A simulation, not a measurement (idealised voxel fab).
process module | voxel capacitor over wiring
Section cut is 160 nm wide and gridded with 5 nm square cells.
Cross-section = grid of square cells, listed top down in bands; band = one or more rows. What a band's entry tells you: where the top is and where the bottom is, as heights in nm, and after that what lies inside, material by material from left to right, each with its width in nm. Empty space is written as the word "blank", and a single material marked with the word "edge to edge" occupies the band from edge to edge. Measure heights from 0. That's the level where, below it, the as-received wafer is all one material. The lowest band is bottomless and extends downward; write it as in "0 -> down". A two-number width, for instance "30..40", indicates that the width is equal to the first number in the top row of the band and to the second number in the bottom row, and that it changes by a constant amount per row of cells. Given "changes: none" for a step, no cell of the cross-section differs between before and after that step. "Sealed void listing" contains a list of empty spaces, each no smaller than 8 cells and without an open way to the top, written in the form width x height at distance with the distance from the left edge and all three in nm. Where a step's line continues beyond its settings, the continuation is a remark by the simulator itself on that step. overlay nm: right-of-plan distance of the mask on a masked step; negative values mean left-of-plan.
-- Planned process steps
1. op RECEIVE | material Si
2. op CONFORMAL_DEP | material SiO2 | thk nm 15
3. op DIRECTIONAL_DEP | material TiN | thk nm 5
4. op DIRECTIONAL_DEP | material W | thk nm 25
5. op DIRECTIONAL_DEP | material aC | thk nm 10
6. op PATTERN | tone cover | mask id METAL_1 | material resist | width nm 20 | pitch nm 70 | thk nm 25 | overlay nm 0
7. op DIRECTIONAL_ETCH | etch materials aC | depth nm 10
8. op STRIP | etch materials resist
9. op DIRECTIONAL_ETCH | etch materials W | depth nm 25
10. op DIRECTIONAL_ETCH | etch materials TiN | depth nm 5
11. op STRIP | etch materials aC
12. op FILL_DEP | material SiO2 | thk nm 5
13. op CMP | height nm 45
14. op CONFORMAL_DEP | material SiCN | thk nm 5
15. op DIRECTIONAL_DEP | material lowk | thk nm 10
16. op MASKED_ETCH | tone open | mask id PLUG_1 | width nm 15 | etch materials lowk | depth nm 10 | overlay nm 0
17. op MASKED_ETCH | tone open | mask id PLUG_1 | width nm 15 | etch materials SiCN | depth nm 5 | overlay nm 0
18. op EPI | material Ru | thk nm 10
19. op EPI | material Ru | thk nm 5
20. op DIRECTIONAL_DEP | material TiN | thk nm 10
21. op DIRECTIONAL_DEP | material SiN | thk nm 5
22. op DIRECTIONAL_DEP | material TiN | thk nm 10
23. op DIRECTIONAL_DEP | material aC | thk nm 10
24. op PATTERN | tone cover | mask id UPPER_PLATE | material resist | width nm 45 | thk nm 30 | overlay nm 0
25. op DIRECTIONAL_ETCH | etch materials aC | depth nm 10
26. op STRIP | etch materials resist
27. op DIRECTIONAL_ETCH | etch materials TiN | depth nm 10
28. op DIRECTIONAL_ETCH | etch materials SiN | depth nm 5
29. op STRIP | etch materials aC
30. op PATTERN | tone cover | mask id LOWER_PLATE | material resist | width nm 65 | thk nm 20 | overlay nm 0
31. op DIRECTIONAL_ETCH | etch materials TiN | depth nm 10
32. op STRIP | etch materials resist
33. op FILL_DEP | material SiO2 | thk nm 15
34. op CMP | height nm 95
35. op PATTERN | tone open | mask id PLUG_2 | material resist | width nm 15 | thk nm 15 | overlay nm 0
36. op DIRECTIONAL_ETCH | etch materials SiO2 | depth nm 10
37. op STRIP | etch materials resist
38. op CONFORMAL_DEP | material TiN | thk nm 5
39. op FILL_DEP | material W | thk nm 10
40. op CMP | height nm 95
41. op CONFORMAL_DEP | material SiCN | thk nm 5
Wafers differ in width nm at step 24; plan lists the first wafer's value; identical starting state.
-- The first of several wafers, as received after step 1, seen in section
- 0 -> down: Si edge to edge
- Sealed void listing: none
-- Cross-section after step 41, the final step of the module, for the first of several wafers
- 100 -> 95: SiCN edge to edge
- 95 -> 90: 50 of SiO2, 5 of TiN, 5 of W, 5 of TiN, 95 of SiO2
- 90 -> 85: 50 of SiO2, 15 of TiN, 95 of SiO2
- 85 -> 75: 45 of SiO2, 45 of TiN, 70 of SiO2
- 75 -> 70: 45 of SiO2, 45 of SiN, 70 of SiO2
- 70 -> 60: 35 of SiO2, 65 of TiN, 60 of SiO2
- 60 -> 50: 40 of lowk, 15 of Ru, 105 of lowk
- 50 -> 45: 40 of SiCN, 15 of Ru, 105 of SiCN
- 45 -> 20: 35 of SiO2, 20 of W, 50 of SiO2, 20 of W, 35 of SiO2
- 20 -> 15: 35 of SiO2, 20 of TiN, 50 of SiO2, 20 of TiN, 35 of SiO2
- 15 -> 0: SiO2 edge to edge
- 0 -> down: Si edge to edge
- Sealed void listing: none
-- Cross-section at module completion, last wafer
- 100 -> 95: SiCN edge to edge
- 95 -> 90: 50 of SiO2, 5 of TiN, 5 of W, 5 of TiN, 95 of SiO2
- 90 -> 85: 50 of SiO2, 15 of TiN, 95 of SiO2
- 85 -> 75: 35 of SiO2, 65 of TiN, 60 of SiO2
- 75 -> 70: 35 of SiO2, 70 of SiN, 55 of SiO2
- 70 -> 60: 35 of SiO2, 70 of TiN, 55 of SiO2
- 60 -> 50: 40 of lowk, 15 of Ru, 105 of lowk
- 50 -> 45: 40 of SiCN, 15 of Ru, 105 of SiCN
- 45 -> 20: 35 of SiO2, 20 of W, 50 of SiO2, 20 of W, 35 of SiO2
- 20 -> 15: 35 of SiO2, 20 of TiN, 50 of SiO2, 20 of TiN, 35 of SiO2
- 15 -> 0: SiO2 edge to edge
- 0 -> down: Si edge to edge
- Sealed void listing: none
-- Quick key for the table: a row per wafer, taken at the end of the module. For each material it tells you how many cells the wafer gained (+) or lost (-) since it came in, and the closed voids come after
width nm 45; +9 Ru; +61 SiCN; +9 SiN; +405 SiO2; +57 TiN; +41 W; +58 lowk; Sealed void listing: none
width nm 50; +9 Ru; +61 SiCN; +10 SiN; +402 SiO2; +59 TiN; +41 W; +58 lowk; Sealed void listing: none
width nm 55; +9 Ru; +61 SiCN; +11 SiN; +399 SiO2; +61 TiN; +41 W; +58 lowk; Sealed void listing: none
width nm 60; +9 Ru; +61 SiCN; +12 SiN; +396 SiO2; +63 TiN; +41 W; +58 lowk; Sealed void listing: none
width nm 65; +9 Ru; +61 SiCN; +13 SiN; +393 SiO2; +65 TiN; +41 W; +58 lowk; Sealed void listing: none
width nm 70; +9 Ru; +61 SiCN; +14 SiN; +390 SiO2; +67 TiN; +41 W; +58 lowk; Sealed void listing: none
